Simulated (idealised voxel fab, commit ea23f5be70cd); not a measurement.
Herein follows the process module entitled voxel ribs on slabs.
Section shown: cut. Width: 285 nm. Cell size: 5 nm, square.
Cross-section spec: square-cell grid; bands listed top down; each band is one or more rows. First you get the band's top height and its bottom height, in nm, and then the materials it's made of, left to right, with each width in nm. If you see a single material with "throughout", that one covers the band edge to edge. "air" is empty space. Basically, 0 is our baseline, since under it the wafer straight out of the box is all one material. The bottom band has no lower end and keeps on going down, so it looks like "from 0 down". Width: "30..40" (first number = top row, second number = bottom row, same change from row to row of cells). A step reported as "everything unchanged" is a step in which no cell of the cross-section changed. Closed-off voids of 8+ cells (no open route to the top) go in "Fully closed voids", written width x height at distance from the left edge, in nm. If you see something after the settings on a step's line, that's the simulator's own remark about that step. You can add "overlay nm" to a step's line. For a step with a mask, it describes how far the mask lay to the right of its planned position, and a negative number describes a lay to the left.
-- The following list gives the planned process steps
step 1: RECEIVE with material Si
step 2: DIRECTIONAL_DEP with material SiO2, thk nm 20
step 3: DIRECTIONAL_DEP with material SiN, thk nm 20
step 4: DIRECTIONAL_DEP with material aC, thk nm 15
step 5: PATTERN with tone cover, mask id RIB, material resist, width nm 20, thk nm 30, overlay nm 0
step 6: DIRECTIONAL_ETCH with etch materials aC, depth nm 15
step 7: STRIP with etch materials resist
step 8: DIRECTIONAL_ETCH with etch materials SiN, depth nm 5
step 9: STRIP with etch materials aC
step 10: DIRECTIONAL_DEP with material aC, thk nm 15
step 11: PATTERN with tone cover, mask id SLAB, material resist, width nm 70, thk nm 30, overlay nm 0
step 12: DIRECTIONAL_ETCH with etch materials aC, depth nm 15
step 13: STRIP with etch materials resist
step 14: DIRECTIONAL_ETCH with etch materials SiN, depth nm 15
step 15: STRIP with etch materials aC
step 16: FILL_DEP with material SiO2, thk nm 25
step 17: CMP with height nm 55
step 18: DIRECTIONAL_DEP with material W, thk nm 10
step 19: PATTERN with tone cover, mask id HEATER, material resist, width nm 30, thk nm 20, overlay nm 0
step 20: DIRECTIONAL_ETCH with etch materials W, depth nm 10
step 21: STRIP with etch materials resist
step 22: CONFORMAL_DEP with material SiN, thk nm 10
-- The first of two wafers, run as planned
-- Received-state cross-section, reflecting completion of step 1
* from 0 down: Si throughout
* Fully closed voids: none
-- Take a look at the wafer's cross-section after step 2
* from 20 to 0: SiO2 throughout
* Below 0, no change.
-- Take a look at the wafer's cross-section after step 3
* from 40 to 20: SiN throughout
* Below 20, no change.
-- Take a look at the wafer's cross-section after step 4
* from 55 to 40: aC throughout
* Below 40, no change.
-- Take a look at the wafer's cross-section after step 5
* from 85 to 55: 130 nm air, then 20 nm resist, then 135 nm air
* Below 55, no change.
-- Take a look at the wafer's cross-section after step 6
* from 70 to 55: 130 nm air, then 20 nm resist, then 135 nm air
* from 55 to 40: 130 nm air, then 20 nm aC, then 135 nm air
* Below 40, no change.
-- Take a look at the wafer's cross-section after step 7
* from 55 to 40: 130 nm air, then 20 nm aC, then 135 nm air
* Below 40, no change.
-- Take a look at the wafer's cross-section after step 8
* from 55 to 40: 130 nm air, then 20 nm aC, then 135 nm air
* from 40 to 35: 130 nm air, then 20 nm SiN, then 135 nm air
* Below 35, no change.
-- Take a look at the wafer's cross-section after step 9
* from 40 to 35: 130 nm air, then 20 nm SiN, then 135 nm air
* Below 35, no change.
-- Take a look at the wafer's cross-section after step 10
* from 55 to 50: 130 nm air, then 20 nm aC, then 135 nm air
* from 50 to 40: aC throughout
* from 40 to 35: 130 nm aC, then 20 nm SiN, then 135 nm aC
* Below 35, no change.
-- Take a look at the wafer's cross-section after step 11
* from 85 to 55: 105 nm air, then 70 nm resist, then 110 nm air
* from 55 to 50: 105 nm air, then 25 nm resist, then 20 nm aC, then 25 nm resist, then 110 nm air
* Below 50, no change.
-- Take a look at the wafer's cross-section after step 12
* from 70 to 55: 105 nm air, then 70 nm resist, then 110 nm air
* from 55 to 50: 105 nm air, then 25 nm resist, then 20 nm aC, then 25 nm resist, then 110 nm air
* from 50 to 40: 105 nm air, then 70 nm aC, then 110 nm air
* from 40 to 35: 105 nm air, then 25 nm aC, then 20 nm SiN, then 25 nm aC, then 110 nm air
* Below 35, no change.
-- Take a look at the wafer's cross-section after step 13
* from 55 to 50: 130 nm air, then 20 nm aC, then 135 nm air
* Below 50, no change.
-- Take a look at the wafer's cross-section after step 14
* from 55 to 50: 130 nm air, then 20 nm aC, then 135 nm air
* from 50 to 40: 105 nm air, then 70 nm aC, then 110 nm air
* from 40 to 35: 105 nm air, then 25 nm aC, then 20 nm SiN, then 25 nm aC, then 110 nm air
* from 35 to 20: 105 nm air, then 70 nm SiN, then 110 nm air
* Below 20, no change.
-- Take a look at the wafer's cross-section after step 15
* from 40 to 35: 130 nm air, then 20 nm SiN, then 135 nm air
* Below 35, no change.
-- Take a look at the wafer's cross-section after step 16
* from 65 to 40: SiO2 throughout
* from 40 to 35: 130 nm SiO2, then 20 nm SiN, then 135 nm SiO2
* from 35 to 20: 105 nm SiO2, then 70 nm SiN, then 110 nm SiO2
* Below 20, no change.
-- Take a look at the wafer's cross-section after step 17
* from 55 to 40: SiO2 throughout
* Below 40, no change.
-- Take a look at the wafer's cross-section after step 18
* from 65 to 55: W throughout
* Below 55, no change.
-- Take a look at the wafer's cross-section after step 19
* from 85 to 65: 125 nm air, then 30 nm resist, then 130 nm air
* Below 65, no change.
-- Take a look at the wafer's cross-section after step 20
* from 85 to 65: 125 nm air, then 30 nm resist, then 130 nm air
* from 65 to 55: 125 nm air, then 30 nm W, then 130 nm air
* Below 55, no change.
-- Take a look at the wafer's cross-section after step 21
* from 65 to 55: 125 nm air, then 30 nm W, then 130 nm air
* Below 55, no change.
-- Take a look at the wafer's cross-section after step 22
* from 75 to 65: 115 nm air, then 50 nm SiN, then 120 nm air
* from 65 to 55: 125 nm SiN, then 30 nm W, then 130 nm SiN
* Below 55, no change.
-- The second wafer: identical to the first at the outset and in its planned sequence, differing only in that one mistake was made during processing; up to and including step 21, its path is the first wafer's path
Cross-section of the second wafer at the time by which step 22 should have been completed according to the plan: everything unchanged
Which mistake was made when the wafer was run? step 22 was dropped from the plan's execution and never run
Wafer comparison, final, in cells, second relative to first, materials more or fewer: 122 fewer of SiN
